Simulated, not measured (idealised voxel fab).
Module name: voxel tone inversion (process module)
Section shown: cut. Width: 165 nm. Cell size: 5 nm, square.
Each cross-section below is a grid of square cells, stated as bands in top-down order, with one or more rows of cells making up each band.
Band entry format. Leading values: height of top, height of bottom, nm. Remainder: materials in left-to-right order, each with its width in nm. Special words: "full width" on a single material, which then fills the band edge to edge; "air", empty space.
Note: height 0 marks the level under which the wafer is uniformly one material as received. Lowest band unbounded below, written "0..down".
You'd read "30->40" like this: the band's top row of cells is as wide as the first number, its bottom row is as wide as the second, and going down, every row changes width by the same amount as the row before did.
Reading "stayed the same" for a step: not a cell of the cross-section changed in it.
If an empty space has no open way to the top and is at least 8 cells in size, "Closed void inventory" lists it, written width x height at distance, where distance is measured from the left edge and every value is in nm.
Post-settings text on a step line: simulator's own remark regarding the step.
overlay nm: for a step with a mask, the amount by which the mask lay right of where it was planned; a negative amount means left of it.
### So here's the lineup of process steps we planned
1,RECEIVE [material Si]
2,CONFORMAL_DEP [material SiCN] [thk nm 10]
3,DIRECTIONAL_DEP [material aC] [thk nm 15]
4,PATTERN [tone cover] [mask id POSTS] [material resist] [width nm 15] [pitch nm 40] [thk nm 25] [overlay nm 0]
5,DIRECTIONAL_ETCH [etch materials aC] [depth nm 15]
6,STRIP [etch materials resist]
7,FILL_DEP [material lowk] [thk nm 10]
8,CMP [height nm 25]
9,STRIP [etch materials aC]
### Cross-section: wafer on arrival = after step 1
> 0..down = Si full width
> Closed void inventory: none
### What the wafer looks like in cross-section after this module, when it starts as shown above and follows the plan above but one mistake is made in running it
> 25..15 = SiCN full width
> 15..0 = aC full width
> 0..down = Si full width
> Closed void inventory: none
The mistake made against the process plan was this: swap of plan steps 2 and 3 during execution
